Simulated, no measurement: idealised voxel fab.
process module | voxel ribs on slabs
cross-section cut | 140 nm wide | cells 5 nm
A cross-section is a grid of square cells, given in bands from the top down. A band is one or more rows of cells.
Each band's line starts with the height of the band's top and of its bottom, in nm. Then come its materials from left to right, each with its width in nm. One material with "throughout" fills the band from edge to edge. "air" is empty space.
Height 0 is the level under which the wafer as received is all one material. The lowest band goes on downwards, as in "0 down".
A width such as "30 to 40" changes by the same amount from each row of cells to the next, from the band's top row to its bottom row.
"no change" after a step means that no cell of the cross-section changed.
closed voids: empty space of 8 cells or more with no open way to the top, each as width x height at its distance from the left edge, in nm
after a step's settings: what the simulator itself notes on the step
overlay nm, on a step with a mask: how far to the right of its planned place the mask lay; to the left if negative
plan
1 op RECEIVE | material Si
2 op DIRECTIONAL_DEP | material SiO2 | thk nm 20
3 op DIRECTIONAL_DEP | material SiN | thk nm 15
4 op DIRECTIONAL_DEP | material aC | thk nm 15
5 op PATTERN | tone cover | mask id RIB | material resist | width nm 25 | thk nm 35 | overlay nm 0
6 op DIRECTIONAL_ETCH | etch materials aC | depth nm 15
7 op STRIP | etch materials resist
8 op DIRECTIONAL_ETCH | etch materials SiN | depth nm 10
9 op STRIP | etch materials aC
10 op DIRECTIONAL_DEP | material aC | thk nm 10
11 op PATTERN | tone cover | mask id SLAB | material resist | width nm 75 | thk nm 30 | overlay nm 0
12 op DIRECTIONAL_ETCH | etch materials aC | depth nm 10
13 op STRIP | etch materials resist
14 op DIRECTIONAL_ETCH | etch materials SiN | depth nm 5
15 op STRIP | etch materials aC
16 op FILL_DEP | material SiO2 | thk nm 20
17 op CMP | height nm 50
18 op DIRECTIONAL_DEP | material W | thk nm 10
19 op MASKED_ETCH | tone cover | mask id HEATER | width nm 35 | etch materials W | depth nm 10 | overlay nm 0
20 op CONFORMAL_DEP | material SiO2 | thk nm 10
as received, after step 1
  0 down: Si throughout
  closed voids: none
a wafer at the end: this start, this plan, one mistake
  70 to 60: air 40 | SiO2 55 | air 45
  60 to 50: SiO2 50 | W 35 | SiO2 55
  50 to 40: SiO2 55 to 30 | SiN 25 to 75 | SiO2 60 to 35
  40 to 0: SiO2 throughout
  0 down: Si throughout
  closed voids: none
what went wrong: step 2 was run twice
